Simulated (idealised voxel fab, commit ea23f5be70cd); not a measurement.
process module | voxel released beams
cross-section cut | 290 nm wide | cells 5 nm
A cross-section is a grid of square cells, given in bands from the top down. A band is one or more rows of cells.
Each band's line starts with the height of the band's top and of its bottom, in nm. Then come its materials from left to right, each with its width in nm. One material with "throughout" fills the band from edge to edge. "air" is empty space.
Height 0 is the level under which the wafer as received is all one material. The lowest band goes on downwards, as in "0 down".
A width such as "30 to 40" changes by the same amount from each row of cells to the next, from the band's top row to its bottom row.
"no change" after a step means that no cell of the cross-section changed.
closed voids: empty space of 8 cells or more with no open way to the top, each as width x height at its distance from the left edge, in nm
after a step's settings: what the simulator itself notes on the step
overlay nm, on a step with a mask: how far to the right of its planned place the mask lay; to the left if negative
plan
1 op RECEIVE | material Si
2 op CONFORMAL_DEP | material SiN | thk nm 5
3 op DIRECTIONAL_DEP | material SiO2 | thk nm 10
4 op DIRECTIONAL_DEP | material aC | thk nm 10
5 op PATTERN | tone open | mask id ANCHOR | material resist | width nm 40 | thk nm 25 | overlay nm 0
6 op DIRECTIONAL_ETCH | etch materials aC | depth nm 10
7 op STRIP | etch materials resist
8 op DIRECTIONAL_ETCH | etch materials SiO2 | depth nm 10
9 op STRIP | etch materials aC
10 op CONFORMAL_DEP | material W | thk nm 15
11 op MASKED_ETCH | tone cover | mask id BEAM | width nm 120 | etch materials W | depth nm 15 | overlay nm -15
12 op STRIP | etch materials SiO2
varied across the wafers: overlay nm of step 11. The plan shows the first wafer's value. All wafers start alike
first wafer as received, after step 1
  0 down: Si throughout
  closed voids: none
first wafer at the end, after step 12
  30 to 20: air 65 | W 35 | air 10 | W 75 | air 105
  20 to 15: air 65 | W 120 | air 105
  15 to 5: air 85 | W 40 | air 165
  5 to 0: SiN throughout
  0 down: Si throughout
  closed voids: none
last wafer at the end
  30 to 20: air 95 | W 5 | air 10 | W 105 | air 75
  20 to 15: air 95 | W 120 | air 75
  15 to 5: air 85 | W 40 | air 165
  5 to 0: SiN throughout
  0 down: Si throughout
  closed voids: none
each wafer at the end: cells of each material gained (+) or lost (-) since it was received, then its closed voids
overlay nm -15 | +58 SiN | +84 W | closed voids: none
overlay nm -10 | +58 SiN | +84 W | closed voids: none
overlay nm -5 | +58 SiN | +84 W | closed voids: none
overlay nm 0 | +58 SiN | +84 W | closed voids: none
overlay nm 5 | +58 SiN | +84 W | closed voids: none
overlay nm 10 | +58 SiN | +84 W | closed voids: none
overlay nm 15 | +58 SiN | +84 W | closed voids: none
